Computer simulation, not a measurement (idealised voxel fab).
This is a process module. Its name is voxel transistor to metal.
It is cross-section cut that appears here, measuring 280 nm in width, its square cells being 5 nm in size.
Think of the cross-section as a grid of square cells. We describe it in bands, top to bottom, and each band covers one or more rows of those cells. Heads up on the band format: heights come first, top then bottom, in nm. After that it's the materials left to right, each with its width in nm. A single material flagged "everywhere" fills the whole band edge to edge, and "air" means there's empty space there. Beneath 0, the wafer as received is one material, and that level is where height counting begins. The lowest band goes on downward without a bottom; it is written like "0 and below". Think of "30->40" as a width that walks from the first number to the second as you go down the band, top row to bottom row, taking equal-sized steps from row to row. "nothing got changed" means the step left every cell of the cross-section as it was. Closed-off voids of 8+ cells (no open route to the top) go in "Enclosed internal voids", written width x height at distance from the left edge, in nm. It should be noted that, on the line of a given step, the content following the step's settings is a remark produced by the simulator itself with respect to that step. "overlay nm" denotes, for a step that has a mask, the displacement of the mask to the right of its planned place, with negative values corresponding to the left.

Listed below are the process steps as planned:
1) RECEIVE | material Si
2) CONFORMAL_DEP | material SiO2 | thk nm 5
3) CONFORMAL_DEP | material SiN | thk nm 15
4) DIRECTIONAL_DEP | material aC | thk nm 10
5) PATTERN | tone cover | mask id ACTIVE | material resist | width nm 110 | pitch nm 130 | thk nm 25 | overlay nm 0
6) DIRECTIONAL_ETCH | etch materials aC | depth nm 10
7) STRIP | etch materials resist
8) DIRECTIONAL_ETCH | etch materials SiN | depth nm 15
9) DIRECTIONAL_ETCH | etch materials SiO2 | depth nm 5
10) DIRECTIONAL_ETCH | etch materials Si | depth nm 20
11) STRIP | etch materials aC
12) FILL_DEP | material SiO2 | thk nm 10
13) CMP | height nm 20
14) SELECTIVE_ETCH | etch materials SiO2 | depth nm 15
15) STRIP | etch materials SiN
16) SELECTIVE_ETCH | etch materials SiO2 | depth nm 5
17) OXIDIZE | depth nm 5
18) DIRECTIONAL_DEP | material polySi | thk nm 25
19) DIRECTIONAL_DEP | material SiCN | thk nm 10
20) MASKED_ETCH | tone cover | mask id GATE | width nm 20 | pitch nm 130 | etch materials SiCN | depth nm 20 | overlay nm 0
21) MASKED_ETCH | tone cover | mask id GATE | width nm 20 | pitch nm 130 | etch materials polySi | depth nm 35 | overlay nm 0
22) CONFORMAL_DEP | material SiN | thk nm 5
23) DIRECTIONAL_ETCH | etch materials SiN | depth nm 5
24) DIRECTIONAL_ETCH | etch materials SiO2 | depth nm 5
25) DIRECTIONAL_ETCH | etch materials Si | depth nm 10
26) EPI | material SiGe | thk nm 10
27) FILL_DEP | material SiO2 | thk nm 10
28) CMP | height nm 35
29) DIRECTIONAL_DEP | material SiO2 | thk nm 10
30) MASKED_ETCH | tone open | mask id CONTACT | width nm 20 | etch materials SiO2 | depth nm 50 | overlay nm 0
31) CONFORMAL_DEP | material TiN | thk nm 5
32) FILL_DEP | material Ru | thk nm 10
33) CMP | height nm 45
34) CONFORMAL_DEP | material SiCN | thk nm 5
35) DIRECTIONAL_DEP | material SiO2 | thk nm 20
36) MASKED_ETCH | tone open | mask id METAL_1 | width nm 20 | etch materials SiO2 | depth nm 20 | overlay nm 0
37) MASKED_ETCH | tone open | mask id METAL_1 | width nm 20 | etch materials SiCN | depth nm 5 | overlay nm 0
38) CONFORMAL_DEP | material TiN | thk nm 5
39) FILL_DEP | material W | thk nm 5
40) CMP | height nm 70
41) EPI | material Ru | thk nm 5
42) FILL_DEP | material SiCN | thk nm 5
43) DIRECTIONAL_DEP | material lowk | thk nm 25
44) PATTERN | tone open | mask id METAL_2 | material resist | width nm 20 | pitch nm 130 | thk nm 15 | overlay nm 0
45) DIRECTIONAL_ETCH | etch materials lowk | depth nm 15
46) STRIP | etch materials resist
47) PATTERN | tone open | mask id METAL_2_HOLES | material resist | width nm 15 | pitch nm 130 | thk nm 15 | overlay nm 0
48) DIRECTIONAL_ETCH | etch materials lowk | depth nm 10
49) DIRECTIONAL_ETCH | etch materials SiCN | depth nm 5
50) STRIP | etch materials resist
51) CONFORMAL_DEP | material TiN | thk nm 5
52) FILL_DEP | material Cu | thk nm 5
53) CMP | height nm 105
54) CONFORMAL_DEP | material SiCN | thk nm 5

First of two wafers, processed according to plan:

Wafer at receipt (post step 1), cross-section:
    0 and below  Si everywhere
    Enclosed internal voids: none

Take a look at the wafer's cross-section after step 2:
    5 down to 0  SiO2 everywhere
    Below 0 it's all the same as before, nothing changed down there.

Take a look at the wafer's cross-section after step 3:
    20 down to 5  SiN everywhere
    Below 5 it's all the same as before, nothing changed down there.

Take a look at the wafer's cross-section after step 4:
    30 down to 20  aC everywhere
    Below 20 it's all the same as before, nothing changed down there.

Take a look at the wafer's cross-section after step 5:
    55 down to 30  air=20; resist=110; air=20; resist=110; air=20
    Below 30 it's all the same as before, nothing changed down there.

Take a look at the wafer's cross-section after step 6:
    45 down to 30  air=20; resist=110; air=20; resist=110; air=20
    30 down to 20  air=20; aC=110; air=20; aC=110; air=20
    Below 20 it's all the same as before, nothing changed down there.

Take a look at the wafer's cross-section after step 7:
    30 down to 20  air=20; aC=110; air=20; aC=110; air=20
    Below 20 it's all the same as before, nothing changed down there.

Take a look at the wafer's cross-section after step 8:
    30 down to 20  air=20; aC=110; air=20; aC=110; air=20
    20 down to 5  air=20; SiN=110; air=20; SiN=110; air=20
    Below 5 it's all the same as before, nothing changed down there.

Take a look at the wafer's cross-section after step 9:
    30 down to 20  air=20; aC=110; air=20; aC=110; air=20
    20 down to 5  air=20; SiN=110; air=20; SiN=110; air=20
    5 down to 0  air=20; SiO2=110; air=20; SiO2=110; air=20
    Below 0 it's all the same as before, nothing changed down there.

Take a look at the wafer's cross-section after step 10:
    30 down to 20  air=20; aC=110; air=20; aC=110; air=20
    20 down to 5  air=20; SiN=110; air=20; SiN=110; air=20
    5 down to 0  air=20; SiO2=110; air=20; SiO2=110; air=20
    0 down to -20  air=20; Si=110; air=20; Si=110; air=20
    Below -20 it's all the same as before, nothing changed down there.

Take a look at the wafer's cross-section after step 11:
    20 down to 5  air=20; SiN=110; air=20; SiN=110; air=20
    Below 5 it's all the same as before, nothing changed down there.

Take a look at the wafer's cross-section after step 12:
    30 down to 20  SiO2 everywhere
    20 down to 5  SiO2=20; SiN=110; SiO2=20; SiN=110; SiO2=20
    5 down to 0  SiO2 everywhere
    0 down to -20  SiO2=20; Si=110; SiO2=20; Si=110; SiO2=20
    Below -20 it's all the same as before, nothing changed down there.

Take a look at the wafer's cross-section after step 13:
    20 down to 5  SiO2=20; SiN=110; SiO2=20; SiN=110; SiO2=20
    Below 5 it's all the same as before, nothing changed down there.

Take a look at the wafer's cross-section after step 14:
    20 down to 5  air=20; SiN=110; air=20; SiN=110; air=20
    Below 5 it's all the same as before, nothing changed down there.

Take a look at the wafer's cross-section after step 15:
    5 down to 0  SiO2 everywhere
    Below 0 it's all the same as before, nothing changed down there.

Take a look at the wafer's cross-section after step 16:
    0 down to -20  SiO2=20; Si=110; SiO2=20; Si=110; SiO2=20
    Below -20 it's all the same as before, nothing changed down there.

Take a look at the wafer's cross-section after step 17:
    0 down to -5  SiO2 everywhere
    Below -5 it's all the same as before, nothing changed down there.

Take a look at the wafer's cross-section after step 18:
    25 down to 0  polySi everywhere
    Below 0 it's all the same as before, nothing changed down there.

Take a look at the wafer's cross-section after step 19:
    35 down to 25  SiCN everywhere
    Below 25 it's all the same as before, nothing changed down there.

Take a look at the wafer's cross-section after step 20:
    35 down to 25  air=65; SiCN=20; air=110; SiCN=20; air=65
    Below 25 it's all the same as before, nothing changed down there.

Take a look at the wafer's cross-section after step 21:
    35 down to 25  air=65; SiCN=20; air=110; SiCN=20; air=65
    25 down to 0  air=65; polySi=20; air=110; polySi=20; air=65
    Below 0 it's all the same as before, nothing changed down there.

Take a look at the wafer's cross-section after step 22:
    40 down to 35  air=60; SiN=30; air=100; SiN=30; air=60
    35 down to 25  air=60; SiN=5; SiCN=20; SiN=5; air=100; SiN=5; SiCN=20; SiN=5; air=60
    25 down to 5  air=60; SiN=5; polySi=20; SiN=5; air=100; SiN=5; polySi=20; SiN=5; air=60
    5 down to 0  SiN=65; polySi=20; SiN=110; polySi=20; SiN=65
    Below 0 it's all the same as before, nothing changed down there.

Take a look at the wafer's cross-section after step 23:
    35 down to 25  air=60; SiN=5; SiCN=20; SiN=5; air=100; SiN=5; SiCN=20; SiN=5; air=60
    25 down to 0  air=60; SiN=5; polySi=20; SiN=5; air=100; SiN=5; polySi=20; SiN=5; air=60
    Below 0 it's all the same as before, nothing changed down there.

Take a look at the wafer's cross-section after step 24:
    35 down to 25  air=60; SiN=5; SiCN=20; SiN=5; air=100; SiN=5; SiCN=20; SiN=5; air=60
    25 down to 0  air=60; SiN=5; polySi=20; SiN=5; air=100; SiN=5; polySi=20; SiN=5; air=60
    0 down to -5  air=60; SiO2=30; air=100; SiO2=30; air=60
    Below -5 it's all the same as before, nothing changed down there.

Take a look at the wafer's cross-section after step 25:
    35 down to 25  air=60; SiN=5; SiCN=20; SiN=5; air=100; SiN=5; SiCN=20; SiN=5; air=60
    25 down to 0  air=60; SiN=5; polySi=20; SiN=5; air=100; SiN=5; polySi=20; SiN=5; air=60
    0 down to -5  air=60; SiO2=30; air=100; SiO2=30; air=60
    -5 down to -15  SiO2=20; air=40; Si=30; air=40; SiO2=20; air=40; Si=30; air=40; SiO2=20
    Below -15 it's all the same as before, nothing changed down there.

Take a look at the wafer's cross-section after step 26:
    35 down to 25  air=60; SiN=5; SiCN=20; SiN=5; air=100; SiN=5; SiCN=20; SiN=5; air=60
    25 down to 5  air=60; SiN=5; polySi=20; SiN=5; air=100; SiN=5; polySi=20; SiN=5; air=60
    5 down to 0  air=50; SiGe=10; SiN=5; polySi=20; SiN=5; SiGe=10; air=80; SiGe=10; SiN=5; polySi=20; SiN=5; SiGe=10; air=50
    0 down to -5  air=50; SiGe=10; SiO2=30; SiGe=10; air=80; SiGe=10; SiO2=30; SiGe=10; air=50
    -5 down to -15  SiO2=20; SiGe=40; Si=30; SiGe=40; SiO2=20; SiGe=40; Si=30; SiGe=40; SiO2=20
    Below -15 it's all the same as before, nothing changed down there.

Take a look at the wafer's cross-section after step 27:
    45 down to 35  SiO2 everywhere
    35 down to 25  SiO2=60; SiN=5; SiCN=20; SiN=5; SiO2=100; SiN=5; SiCN=20; SiN=5; SiO2=60
    25 down to 5  SiO2=60; SiN=5; polySi=20; SiN=5; SiO2=100; SiN=5; polySi=20; SiN=5; SiO2=60
    5 down to 0  SiO2=50; SiGe=10; SiN=5; polySi=20; SiN=5; SiGe=10; SiO2=80; SiGe=10; SiN=5; polySi=20; SiN=5; SiGe=10; SiO2=50
    0 down to -5  SiO2=50; SiGe=10; SiO2=30; SiGe=10; SiO2=80; SiGe=10; SiO2=30; SiGe=10; SiO2=50
    Below -5 it's all the same as before, nothing changed down there.

Take a look at the wafer's cross-section after step 28:
    35 down to 25  SiO2=60; SiN=5; SiCN=20; SiN=5; SiO2=100; SiN=5; SiCN=20; SiN=5; SiO2=60
    Below 25 it's all the same as before, nothing changed down there.

Take a look at the wafer's cross-section after step 29:
    45 down to 35  SiO2 everywhere
    Below 35 it's all the same as before, nothing changed down there.

Take a look at the wafer's cross-section after step 30:
    45 down to 35  SiO2=25; air=20; SiO2=60; air=20; SiO2=30; air=20; SiO2=60; air=20; SiO2=25
    35 down to 25  SiO2=25; air=20; SiO2=15; SiN=5; SiCN=20; SiN=5; SiO2=15; air=20; SiO2=30; air=20; SiO2=15; SiN=5; SiCN=20; SiN=5; SiO2=15; air=20; SiO2=25
    25 down to 5  SiO2=25; air=20; SiO2=15; SiN=5; polySi=20; SiN=5; SiO2=15; air=20; SiO2=30; air=20; SiO2=15; SiN=5; polySi=20; SiN=5; SiO2=15; air=20; SiO2=25
    5 down to 0  SiO2=25; air=20; SiO2=5; SiGe=10; SiN=5; polySi=20; SiN=5; SiGe=10; SiO2=5; air=20; SiO2=30; air=20; SiO2=5; SiGe=10; SiN=5; polySi=20; SiN=5; SiGe=10; SiO2=5; air=20; SiO2=25
    0 down to -5  SiO2=25; air=20; SiO2=5; SiGe=10; SiO2=30; SiGe=10; SiO2=5; air=20; SiO2=30; air=20; SiO2=5; SiGe=10; SiO2=30; SiGe=10; SiO2=5; air=20; SiO2=25
    Below -5 it's all the same as before, nothing changed down there.

Take a look at the wafer's cross-section after step 31:
    50 down to 45  TiN=30; air=10; TiN=70; air=10; TiN=40; air=10; TiN=70; air=10; TiN=30
    45 down to 35  SiO2=25; TiN=5; air=10; TiN=5; SiO2=60; TiN=5; air=10; TiN=5; SiO2=30; TiN=5; air=10; TiN=5; SiO2=60; TiN=5; air=10; TiN=5; SiO2=25
    35 down to 25  SiO2=25; TiN=5; air=10; TiN=5; SiO2=15; SiN=5; SiCN=20; SiN=5; SiO2=15; TiN=5; air=10; TiN=5; SiO2=30; TiN=5; air=10; TiN=5; SiO2=15; SiN=5; SiCN=20; SiN=5; SiO2=15; TiN=5; air=10; TiN=5; SiO2=25
    25 down to 5  SiO2=25; TiN=5; air=10; TiN=5; SiO2=15; SiN=5; polySi=20; SiN=5; SiO2=15; TiN=5; air=10; TiN=5; SiO2=30; TiN=5; air=10; TiN=5; SiO2=15; SiN=5; polySi=20; SiN=5; SiO2=15; TiN=5; air=10; TiN=5; SiO2=25
    5 down to 0  SiO2=25; TiN=5; air=10; TiN=5; SiO2=5; SiGe=10; SiN=5; polySi=20; SiN=5; SiGe=10; SiO2=5; TiN=5; air=10; TiN=5; SiO2=30; TiN=5; air=10; TiN=5; SiO2=5; SiGe=10; SiN=5; polySi=20; SiN=5; SiGe=10; SiO2=5; TiN=5; air=10; TiN=5; SiO2=25
    0 down to -5  SiO2=25; TiN=20; SiO2=5; SiGe=10; SiO2=30; SiGe=10; SiO2=5; TiN=20; SiO2=30; TiN=20; SiO2=5; SiGe=10; SiO2=30; SiGe=10; SiO2=5; TiN=20; SiO2=25
    Below -5 it's all the same as before, nothing changed down there.

Take a look at the wafer's cross-section after step 32:
    60 down to 50  Ru everywhere
    50 down to 45  TiN=30; Ru=10; TiN=70; Ru=10; TiN=40; Ru=10; TiN=70; Ru=10; TiN=30
    45 down to 35  SiO2=25; TiN=5; Ru=10; TiN=5; SiO2=60; TiN=5; Ru=10; TiN=5; SiO2=30; TiN=5; Ru=10; TiN=5; SiO2=60; TiN=5; Ru=10; TiN=5; SiO2=25
    35 down to 25  SiO2=25; TiN=5; Ru=10; TiN=5; SiO2=15; SiN=5; SiCN=20; SiN=5; SiO2=15; TiN=5; Ru=10; TiN=5; SiO2=30; TiN=5; Ru=10; TiN=5; SiO2=15; SiN=5; SiCN=20; SiN=5; SiO2=15; TiN=5; Ru=10; TiN=5; SiO2=25
    25 down to 5  SiO2=25; TiN=5; Ru=10; TiN=5; SiO2=15; SiN=5; polySi=20; SiN=5; SiO2=15; TiN=5; Ru=10; TiN=5; SiO2=30; TiN=5; Ru=10; TiN=5; SiO2=15; SiN=5; polySi=20; SiN=5; SiO2=15; TiN=5; Ru=10; TiN=5; SiO2=25
    5 down to 0  SiO2=25; TiN=5; Ru=10; TiN=5; SiO2=5; SiGe=10; SiN=5; polySi=20; SiN=5; SiGe=10; SiO2=5; TiN=5; Ru=10; TiN=5; SiO2=30; TiN=5; Ru=10; TiN=5; SiO2=5; SiGe=10; SiN=5; polySi=20; SiN=5; SiGe=10; SiO2=5; TiN=5; Ru=10; TiN=5; SiO2=25
    Below 0 it's all the same as before, nothing changed down there.

Take a look at the wafer's cross-section after step 33:
    45 down to 35  SiO2=25; TiN=5; Ru=10; TiN=5; SiO2=60; TiN=5; Ru=10; TiN=5; SiO2=30; TiN=5; Ru=10; TiN=5; SiO2=60; TiN=5; Ru=10; TiN=5; SiO2=25
    Below 35 it's all the same as before, nothing changed down there.

Take a look at the wafer's cross-section after step 34:
    50 down to 45  SiCN everywhere
    Below 45 it's all the same as before, nothing changed down there.

Take a look at the wafer's cross-section after step 35:
    70 down to 50  SiO2 everywhere
    Below 50 it's all the same as before, nothing changed down there.

Take a look at the wafer's cross-section after step 36:
    70 down to 50  SiO2=25; air=20; SiO2=60; air=20; SiO2=30; air=20; SiO2=60; air=20; SiO2=25
    Below 50 it's all the same as before, nothing changed down there.

Take a look at the wafer's cross-section after step 37:
    70 down to 50  SiO2=25; air=20; SiO2=60; air=20; SiO2=30; air=20; SiO2=60; air=20; SiO2=25
    50 down to 45  SiCN=25; air=20; SiCN=60; air=20; SiCN=30; air=20; SiCN=60; air=20; SiCN=25
    Below 45 it's all the same as before, nothing changed down there.

Take a look at the wafer's cross-section after step 38:
    75 down to 70  TiN=30; air=10; TiN=70; air=10; TiN=40; air=10; TiN=70; air=10; TiN=30
    70 down to 50  SiO2=25; TiN=5; air=10; TiN=5; SiO2=60; TiN=5; air=10; TiN=5; SiO2=30; TiN=5; air=10; TiN=5; SiO2=60; TiN=5; air=10; TiN=5; SiO2=25
    50 down to 45  SiCN=25; TiN=20; SiCN=60; TiN=20; SiCN=30; TiN=20; SiCN=60; TiN=20; SiCN=25
    Below 45 it's all the same as before, nothing changed down there.

Take a look at the wafer's cross-section after step 39:
    80 down to 75  W everywhere
    75 down to 70  TiN=30; W=10; TiN=70; W=10; TiN=40; W=10; TiN=70; W=10; TiN=30
    70 down to 50  SiO2=25; TiN=5; W=10; TiN=5; SiO2=60; TiN=5; W=10; TiN=5; SiO2=30; TiN=5; W=10; TiN=5; SiO2=60; TiN=5; W=10; TiN=5; SiO2=25
    Below 50 it's all the same as before, nothing changed down there.

Take a look at the wafer's cross-section after step 40:
    70 down to 50  SiO2=25; TiN=5; W=10; TiN=5; SiO2=60; TiN=5; W=10; TiN=5; SiO2=30; TiN=5; W=10; TiN=5; SiO2=60; TiN=5; W=10; TiN=5; SiO2=25
    Below 50 it's all the same as before, nothing changed down there.

Take a look at the wafer's cross-section after step 41:
    75 down to 70  air=20; Ru=30; air=50; Ru=30; air=20; Ru=30; air=50; Ru=30; air=20
    Below 70 it's all the same as before, nothing changed down there.

Take a look at the wafer's cross-section after step 42:
    80 down to 75  SiCN everywhere
    75 down to 70  SiCN=20; Ru=30; SiCN=50; Ru=30; SiCN=20; Ru=30; SiCN=50; Ru=30; SiCN=20
    Below 70 it's all the same as before, nothing changed down there.

Take a look at the wafer's cross-section after step 43:
    105 down to 80  lowk everywhere
    Below 80 it's all the same as before, nothing changed down there.

Take a look at the wafer's cross-section after step 44:
    120 down to 105  resist=25; air=20; resist=110; air=20; resist=105
    Below 105 it's all the same as before, nothing changed down there.

Take a look at the wafer's cross-section after step 45:
    120 down to 105  resist=25; air=20; resist=110; air=20; resist=105
    105 down to 90  lowk=25; air=20; lowk=110; air=20; lowk=105
    Below 90 it's all the same as before, nothing changed down there.

Take a look at the wafer's cross-section after step 46:
    105 down to 90  lowk=25; air=20; lowk=110; air=20; lowk=105
    Below 90 it's all the same as before, nothing changed down there.

Take a look at the wafer's cross-section after step 47:
    120 down to 105  resist=25; air=15; resist=115; air=15; resist=110
    105 down to 90  lowk=25; air=15; resist=5; lowk=110; air=15; resist=5; lowk=105
    Below 90 it's all the same as before, nothing changed down there.

Take a look at the wafer's cross-section after step 48:
    120 down to 105  resist=25; air=15; resist=115; air=15; resist=110
    105 down to 90  lowk=25; air=15; resist=5; lowk=110; air=15; resist=5; lowk=105
    90 down to 80  lowk=25; air=15; lowk=115; air=15; lowk=110
    Below 80 it's all the same as before, nothing changed down there.

Take a look at the wafer's cross-section after step 49:
    120 down to 105  resist=25; air=15; resist=115; air=15; resist=110
    105 down to 90  lowk=25; air=15; resist=5; lowk=110; air=15; resist=5; lowk=105
    90 down to 80  lowk=25; air=15; lowk=115; air=15; lowk=110
    80 down to 75  SiCN=25; air=15; SiCN=115; air=15; SiCN=110
    Below 75 it's all the same as before, nothing changed down there.

Take a look at the wafer's cross-section after step 50:
    105 down to 90  lowk=25; air=20; lowk=110; air=20; lowk=105
    Below 90 it's all the same as before, nothing changed down there.

Take a look at the wafer's cross-section after step 51:
    110 down to 105  TiN=30; air=10; TiN=120; air=10; TiN=110
    105 down to 95  lowk=25; TiN=5; air=10; TiN=5; lowk=110; TiN=5; air=10; TiN=5; lowk=105
    95 down to 90  lowk=25; TiN=5; air=5; TiN=10; lowk=110; TiN=5; air=5; TiN=10; lowk=105
    90 down to 80  lowk=25; TiN=5; air=5; TiN=5; lowk=115; TiN=5; air=5; TiN=5; lowk=110
    80 down to 75  SiCN=25; TiN=15; SiCN=115; TiN=15; SiCN=110
    Below 75 it's all the same as before, nothing changed down there.

Take a look at the wafer's cross-section after step 52:
    115 down to 110  Cu everywhere
    110 down to 105  TiN=30; Cu=10; TiN=120; Cu=10; TiN=110
    105 down to 95  lowk=25; TiN=5; Cu=10; TiN=5; lowk=110; TiN=5; Cu=10; TiN=5; lowk=105
    95 down to 90  lowk=25; TiN=5; Cu=5; TiN=10; lowk=110; TiN=5; Cu=5; TiN=10; lowk=105
    90 down to 80  lowk=25; TiN=5; Cu=5; TiN=5; lowk=115; TiN=5; Cu=5; TiN=5; lowk=110
    Below 80 it's all the same as before, nothing changed down there.

Take a look at the wafer's cross-section after step 53:
    105 down to 95  lowk=25; TiN=5; Cu=10; TiN=5; lowk=110; TiN=5; Cu=10; TiN=5; lowk=105
    Below 95 it's all the same as before, nothing changed down there.

Take a look at the wafer's cross-section after step 54:
    110 down to 105  SiCN everywhere
    Below 105 it's all the same as before, nothing changed down there.

Second wafer, same starting state and plan as the first, one mistake in the run, identical through step 42:

Look at the second wafer in cross-section at the time step 43 ought to have finished:
    130 down to 80  lowk everywhere
    Below 80 it's all the same as before, nothing changed down there.

Look at the second wafer in cross-section at the time step 44 ought to have finished:
    145 down to 130  resist=25; air=20; resist=110; air=20; resist=105
    Below 130 it's all the same as before, nothing changed down there.

Look at the second wafer in cross-section at the time step 45 ought to have finished:
    145 down to 130  resist=25; air=20; resist=110; air=20; resist=105
    130 down to 115  lowk=25; air=20; lowk=110; air=20; lowk=105
    Below 115 it's all the same as before, nothing changed down there.

Look at the second wafer in cross-section at the time step 46 ought to have finished:
    130 down to 115  lowk=25; air=20; lowk=110; air=20; lowk=105
    Below 115 it's all the same as before, nothing changed down there.

Look at the second wafer in cross-section at the time step 47 ought to have finished:
    145 down to 130  resist=25; air=15; resist=115; air=15; resist=110
    130 down to 115  lowk=25; air=15; resist=5; lowk=110; air=15; resist=5; lowk=105
    Below 115 it's all the same as before, nothing changed down there.

Look at the second wafer in cross-section at the time step 48 ought to have finished:
    145 down to 130  resist=25; air=15; resist=115; air=15; resist=110
    130 down to 115  lowk=25; air=15; resist=5; lowk=110; air=15; resist=5; lowk=105
    115 down to 105  lowk=25; air=15; lowk=115; air=15; lowk=110
    Below 105 it's all the same as before, nothing changed down there.

Look at the second wafer in cross-section at the time step 49 ought to have finished: nothing got changed

Look at the second wafer in cross-section at the time step 50 ought to have finished:
    130 down to 115  lowk=25; air=20; lowk=110; air=20; lowk=105
    Below 115 it's all the same as before, nothing changed down there.

Look at the second wafer in cross-section at the time step 51 ought to have finished:
    135 down to 130  TiN=30; air=10; TiN=120; air=10; TiN=110
    130 down to 120  lowk=25; TiN=5; air=10; TiN=5; lowk=110; TiN=5; air=10; TiN=5; lowk=105
    120 down to 110  lowk=25; TiN=5; air=5; TiN=10->5; lowk=110->115; TiN=5; air=5; TiN=10->5; lowk=105->110
    110 down to 105  lowk=25; TiN=15; lowk=115; TiN=15; lowk=110
    Below 105 it's all the same as before, nothing changed down there.

Look at the second wafer in cross-section at the time step 52 ought to have finished:
    140 down to 135  Cu everywhere
    135 down to 130  TiN=30; Cu=10; TiN=120; Cu=10; TiN=110
    130 down to 120  lowk=25; TiN=5; Cu=10; TiN=5; lowk=110; TiN=5; Cu=10; TiN=5; lowk=105
    120 down to 110  lowk=25; TiN=5; Cu=5; TiN=10->5; lowk=110->115; TiN=5; Cu=5; TiN=10->5; lowk=105->110
    Below 110 it's all the same as before, nothing changed down there.

Look at the second wafer in cross-section at the time step 53 ought to have finished:
    105 down to 80  lowk everywhere
    Below 80 it's all the same as before, nothing changed down there.

Look at the second wafer in cross-section at the time step 54 ought to have finished:
    110 down to 105  SiCN everywhere
    Below 105 it's all the same as before, nothing changed down there.
Deviation noted in wafer processing: twice, step 43 of the plan was run
Final wafer comparison in cells, second versus first, more or fewer per material: -14 Cu | +6 SiCN | -28 TiN | +36 lowk
